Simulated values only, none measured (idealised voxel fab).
This is a process module. Its name is voxel fin reveal.
Cross-sectional view cut (width: 255 nm; square cell size: 5 nm).
Cross-section format: a grid of square cells, given as bands from top to bottom; each band is one or more rows of cells.
It is stipulated that each band's entry specify, in nanometres, the height of the top of the band and then that of its bottom, followed by the materials of the band in left-to-right sequence, each together with its width in nanometres. A single material marked by the word "full width" is understood to fill the band from edge to edge; the word "blank" is understood to denote empty space.
Heights are measured from 0, the level below which the as-received wafer is all one material; the lowest band has no bottom and continues downward, written as in "0..down".
Note: "30 to 40" means the width goes from the first number (top row of the band) to the second number (bottom row) in equal steps per row of cells.
Take "no modifications" at face value: in the step it is given for, the cross-section changed in none of its cells.
Empty spaces without an open route to the top, at least 8 cells in extent, make up the entry "Fully sealed voids"; each is given as width x height at distance, where the distance is measured from the left edge, and all are in nm.
What comes after the settings on a step's line is commentary from the simulator itself on that step.
overlay nm: mask right of planned place by this much (step with mask). Neg. = left.

Set out below are the planned steps of the process
1) RECEIVE: material Si
2) CONFORMAL_DEP: material SiN, thk nm 10
3) MASKED_ETCH: tone cover, mask id FINS, width nm 15, pitch nm 35, etch materials SiN, depth nm 10, overlay nm 0
4) MASKED_ETCH: tone cover, mask id FINS, width nm 15, pitch nm 35, etch materials Si, depth nm 35, overlay nm 0
5) FILL_DEP: material SiO2, thk nm 15
6) CMP: height nm 0
7) SELECTIVE_ETCH: etch materials SiO2, depth nm 20
8) STRIP: etch materials SiN
The plan's step 6 height nm is the first wafer's value; the wafers differ in this setting and start identical.

Cross-section of the first of several wafers as received (after step 1)
    0..down  Si full width
    Fully sealed voids: none

Cross-section, first of several wafers, end of module, after last step 8
    0..-20  65 of blank, 15 of Si, 20 of blank, 15 of Si, 20 of blank, 15 of Si, 20 of blank, 15 of Si, 70 of blank
    -20..-35  65 of SiO2, 15 of Si, 20 of SiO2, 15 of Si, 20 of SiO2, 15 of Si, 20 of SiO2, 15 of Si, 70 of SiO2
    -35..down  Si full width
    Fully sealed voids: none

Sectional view of the last wafer upon completion of the module
    5..0  65 of SiO2, 15 of blank, 20 of SiO2, 15 of blank, 20 of SiO2, 15 of blank, 20 of SiO2, 15 of blank, 70 of SiO2
    0..-35  65 of SiO2, 15 of Si, 20 of SiO2, 15 of Si, 20 of SiO2, 15 of Si, 20 of SiO2, 15 of Si, 70 of SiO2
    -35..down  Si full width
    Fully sealed voids: none

each wafer at the end: cells of each material gained (+) or lost (-) since it was received, then its closed voids
height nm 0 | -273 Si | +117 SiO2 | Fully sealed voids: none
height nm 5 | -273 Si | +156 SiO2 | Fully sealed voids: none
height nm 10 | -273 Si | +195 SiO2 | Fully sealed voids: none
height nm 15 | -273 Si | +234 SiO2 | Fully sealed voids: none
height nm 20 | -273 Si | +273 SiO2 | Fully sealed voids: none
height nm 25 | -273 Si | +312 SiO2 | Fully sealed voids: none
